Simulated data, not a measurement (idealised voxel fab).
You're looking at the process module voxel trench capacitor.
The figure presents cross-section cut, which has a width of 285 nm and is divided into square cells with an edge length of 5 nm.
Heads up, the way a cross-section reads in here is a grid of square cells, handed over as bands from the top down, with every band being one or more rows of cells.
This entry defines a band. It first specifies the height of the band's top and the height of its bottom in nm, and then specifies the band's materials from left to right, stating each material with its width in nm. The word "full width" identifies a single material that fills the band from edge to edge, while the word "blank" identifies empty space.
Where do heights start? At 0: under that level the wafer as delivered is made of one material only. And the lowest band has no floor; it just carries on downward, as in "top 0, no bottom".
When a width is written as two numbers, as in "30->40", the first number is the width in the top row of cells of the band and the second is the width in its bottom row, and the width changes by the same amount from each row to the next.
Key: "no alterations made" - step with no changed cell in the cross-section.
"Enclosed internal cavities" lists enclosed empty spaces (at least 8 cells, no open path upward to the top), each as width x height at distance from the left edge, in nm.
Whatever follows a step's settings on its line is a remark the simulator itself makes about that step.
If you see "overlay nm" on a step's line and that step has a mask, it's telling you how far right of where it was planned the mask ended up; a negative number means it went left instead.

### List of planned process steps
1: op RECEIVE | material Si
2: op CONFORMAL_DEP | material SiN | thk nm 10
3: op PATTERN | tone open | mask id TRENCH | material resist | width nm 25 | pitch nm 55 | thk nm 20 | overlay nm 0
4: op DIRECTIONAL_ETCH | etch materials SiN | depth nm 10
5: op DIRECTIONAL_ETCH | etch materials Si | depth nm 40
6: op STRIP | etch materials resist
7: op CONFORMAL_DEP | material HfO2 | thk nm 5
8: op CONFORMAL_DEP | material TiN | thk nm 5
9: op FILL_DEP | material W | thk nm 10
10: op CMP | height nm 10
The plan's step 8 thk nm is the first wafer's value; the wafers differ in this setting and start identical.

### First of several wafers, received after step 1, in cross-section
top 0, no bottom  Si full width
Enclosed internal cavities: none

### The table below has one row for each wafer; a row shows, as of the end of the module, how many cells of each material the wafer has gained, marked (+), or lost, marked (-), since it was received, and then the wafer's closed voids
thk nm 5; +46 HfO2; -80 Si; +94 SiN; +38 TiN; +16 W; Enclosed internal cavities: none
thk nm 10; +46 HfO2; -80 Si; +94 SiN; +54 TiN; Enclosed internal cavities: none
thk nm 15; +46 HfO2; -80 Si; +94 SiN; +54 TiN; Enclosed internal cavities: none
thk nm 20; +46 HfO2; -80 Si; +94 SiN; +54 TiN; Enclosed internal cavities: none
